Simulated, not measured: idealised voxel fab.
Process module heading - voxel air gaps
Pictured: cross-section cut, 300 nm wide, on a grid of 5 nm square cells.
Just so we're on the same page, the cross-sections are grids of square cells, and they're listed out in bands top to bottom, each band one or more rows deep.
The entry gives the band's vertical extent as a top height and a bottom height in nm, then its horizontal make-up as materials from left to right, each with a width in nm. "blank" stands for empty space; a single material marked "full width" fills the band edge to edge.
For the purposes of this specification, 0 denotes the height below which the wafer in its as-received condition is composed wholly of one material, and the lowermost band, lacking a lower limit, extends downward without end, as expressed in "0..down".
Per-row width for "30 to 40": begins at first number (top row of band), ends at second number (bottom row), increment between rows held constant.
Step note "stayed the same" = no cross-section cell changed.
Enclosed voids (no open way to top), threshold 8 cells or more, entry "Closed cavities", notation width x height at distance, distance from left edge, nm.
The remark found on a step's line after its settings is issued by the simulator itself and pertains to that step.
When a step includes a mask, the "overlay nm" setting on its line states how far to the right of its planned place that mask lay, and negative values state how far to the left.

-- Set out below are the planned steps of the process
1: RECEIVE, material Si
2: CONFORMAL_DEP, material SiO2, thk nm 15
3: CONFORMAL_DEP, material SiN, thk nm 5
4: DIRECTIONAL_DEP, material lowk, thk nm 30
5: MASKED_ETCH, tone open, mask id LINES, width nm 25, pitch nm 55, etch materials lowk, depth nm 30, overlay nm 0
6: CONFORMAL_DEP, material TiN, thk nm 5
7: FILL_DEP, material Ru, thk nm 5
8: CMP, height nm 50
9: EPI, material Ru, thk nm 10
10: SELECTIVE_ETCH, etch materials lowk, depth nm 40
11: CONFORMAL_DEP, material SiN, thk nm 5

-- as received, after step 1
	0..down = Si full width
	Closed cavities: none

-- The first of two wafers, cross-sectioned at the end of the module, with the run proceeding as planned
	65..60 = 65 of blank  165 of SiN  70 of blank
	60..50 = 65 of blank  5 of SiN  45 of Ru  10 of SiN  45 of Ru  10 of SiN  45 of Ru  5 of SiN  70 of blank
	50..45 = 65 of blank  15 of SiN  5 of TiN  15 of Ru  5 of TiN  30 of SiN  5 of TiN  15 of Ru  5 of TiN  30 of SiN  5 of TiN  15 of Ru  5 of TiN  15 of SiN  70 of blank
	45..25 = 75 of blank  5 of SiN  5 of TiN  15 of Ru  5 of TiN  5 of SiN  20 of blank  5 of SiN  5 of TiN  15 of Ru  5 of TiN  5 of SiN  20 of blank  5 of SiN  5 of TiN  15 of Ru  5 of TiN  5 of SiN  80 of blank
	25..20 = 80 of SiN  25 of TiN  30 of SiN  25 of TiN  30 of SiN  25 of TiN  85 of SiN
	20..15 = SiN full width
	15..0 = SiO2 full width
	0..down = Si full width
	Closed cavities: 20 x 20 at 110; 20 x 20 at 165

-- So this is wafer number two of the two, cut at the end of the module - it started where the first did and had the same plan, we just got one thing wrong running it
	55..50 = 65 of blank  165 of SiN  70 of blank
	50..40 = 65 of blank  5 of SiN  45 of Ru  10 of SiN  45 of Ru  10 of SiN  45 of Ru  5 of SiN  70 of blank
	40..35 = 65 of blank  15 of SiN  5 of TiN  15 of Ru  5 of TiN  30 of SiN  5 of TiN  15 of Ru  5 of TiN  30 of SiN  5 of TiN  15 of Ru  5 of TiN  15 of SiN  70 of blank
	35..25 = 75 of blank  5 of SiN  5 of TiN  15 of Ru  5 of TiN  5 of SiN  20 of blank  5 of SiN  5 of TiN  15 of Ru  5 of TiN  5 of SiN  20 of blank  5 of SiN  5 of TiN  15 of Ru  5 of TiN  5 of SiN  80 of blank
	25..20 = 80 of SiN  25 of TiN  30 of SiN  25 of TiN  30 of SiN  25 of TiN  85 of SiN
	20..15 = SiN full width
	15..0 = SiO2 full width
	0..down = Si full width
	Closed cavities: 20 x 10 at 110; 20 x 10 at 165
Where did the run depart from the plan? step 8 went in with a setting other than planned; the actual run was CMP, height nm 40
Count the cells at the end and the second wafer has more or fewer of some materials than the first: -18 Ru; -12 SiN; -12 TiN
